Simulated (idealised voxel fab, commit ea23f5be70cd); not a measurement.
The following is a process module called voxel tone inversion.
We display cut, a cross-section 300 nm in width whose square cells are each 5 nm.
For the purposes of this document, a cross-section shall be understood as a grid of square cells, specified as bands listed in top-to-bottom order, each band consisting of one or more rows of cells. Top height, bottom height, nm. Materials left to right, width each, nm. Single material + "full width" = fills band edge to edge. "empty" = empty. Measure heights from 0. That's the level where, below it, the as-received wafer is all one material. The lowest band is bottomless and extends downward; write it as in "0 and below". Quick explanation for "30 to 40": the width changes in equal steps down the rows of cells, from the first number in the band's top row to the second number in its bottom row. Given "nothing altered" for a step, no cell of the cross-section differs between before and after that step. "Cavities, sealed" specifies each empty space that is not open to the top and that occupies no fewer than 8 cells, using the form width x height at distance, the distance measured from the left edge and all three quantities in nm. Formally, on a step line, whatever follows the settings is a remark that the simulator itself makes on the step. On any step carrying a mask, the "overlay nm" setting, if present on the step's line, tells how far right of its planned place the mask lay; negative values point to the left.

# Below is the list of planned process steps
1,RECEIVE with material Si
2,CONFORMAL_DEP with material SiN, thk nm 5
3,DIRECTIONAL_DEP with material aC, thk nm 20
4,PATTERN with tone cover, mask id POSTS, material resist, width nm 25, pitch nm 45, thk nm 25, overlay nm 0
5,DIRECTIONAL_ETCH with etch materials aC, depth nm 20
6,STRIP with etch materials resist
7,FILL_DEP with material SiO2, thk nm 10
8,CMP with height nm 25
9,STRIP with etch materials aC

# Here's what the wafer looked like in cross-section when it arrived - that's after step 1
    0 and below | Si full width
    Cavities, sealed: none

# Final wafer profile in cross-section after the module, from the same start and plan as above, with one mistake made during processing
    25 down to 20 | SiN full width
    20 down to 0 | aC full width
    0 and below | Si full width
    Cavities, sealed: none
So what did we get wrong on this run? steps 2 and 3 run out of order (swapped)
